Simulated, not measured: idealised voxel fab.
Presented below is a process module, voxel plated lines.
The cross-section shown here is cut; it is 170 nm wide and divided into square cells measuring 5 nm on a side.
In this document a cross-section is written as a grid of square cells. It is given as a series of bands, listed from the top down, and a band is one or more rows of cells. What a band's entry tells you: where the top is and where the bottom is, as heights in nm, and after that what lies inside, material by material from left to right, each with its width in nm. Empty space is written as the word "blank", and a single material marked with the word "edge to edge" occupies the band from edge to edge. The reference from which all heights are counted is 0, the level beneath which the as-received wafer is entirely one material; the lowest band, having no lower bound, proceeds downward and is written after the example "0..down". When a width is written as two numbers, as in "30 to 40", the first number is the width in the top row of cells of the band and the second is the width in its bottom row, and the width changes by the same amount from each row to the next. Basically "changes: none" means that step didn't change any cell in the cross-section. In "Voids, enclosed" the enclosed voids are listed, meaning empty spaces of 8 cells or larger without any opening to the top. The form is width x height at distance, distance from the left edge, units nm. The remark found on a step's line after its settings is issued by the simulator itself and pertains to that step. You can add "overlay nm" to a step's line. For a step with a mask, it describes how far the mask lay to the right of its planned position, and a negative number describes a lay to the left.

## plan
1,RECEIVE, material Si
2,CONFORMAL_DEP, material SiN, thk nm 5
3,DIRECTIONAL_DEP, material TiN, thk nm 5
4,PATTERN, tone open, mask id LINES, material resist, width nm 25, pitch nm 40, thk nm 25, overlay nm 0
5,EPI, material Ru, thk nm 5
6,EPI, material Ru, thk nm 5
7,STRIP, etch materials resist
8,DIRECTIONAL_ETCH, etch materials TiN, depth nm 5
9,CONFORMAL_DEP, material SiO2, thk nm 5

## This is the cross-section of the wafer as we received it, i.e. after step 1
- 0..down | Si edge to edge
- Voids, enclosed: none

## Wafer cross-section at module end: first of two, run to plan
- 25..20 | blank (45)  SiO2 (35)  blank (5)  SiO2 (35)  blank (50)
- 20..10 | blank (45)  SiO2 (5)  Ru (25)  SiO2 (5)  blank (5)  SiO2 (5)  Ru (25)  SiO2 (5)  blank (50)
- 10..5 | SiO2 (50)  TiN (25)  SiO2 (15)  TiN (25)  SiO2 (55)
- 5..0 | SiN edge to edge
- 0..down | Si edge to edge
- Voids, enclosed: none

## What the second wafer looks like in cross-section once the module is done. Its start and its plan matched the first wafer's exactly; what differed was one mistake in how it was run
- 20..15 | blank (45)  SiO2 (35)  blank (5)  SiO2 (35)  blank (50)
- 15..10 | blank (45)  SiO2 (5)  Ru (25)  SiO2 (5)  blank (5)  SiO2 (5)  Ru (25)  SiO2 (5)  blank (50)
- 10..5 | SiO2 (50)  TiN (25)  SiO2 (15)  TiN (25)  SiO2 (55)
- 5..0 | SiN edge to edge
- 0..down | Si edge to edge
- Voids, enclosed: none
what went wrong: which of the identical steps 5 and 6 was left out cannot be determined, but one of them was
The second wafer ends with more or fewer cells of some materials than the first, per final count: 10 fewer of Ru | 4 fewer of SiO2
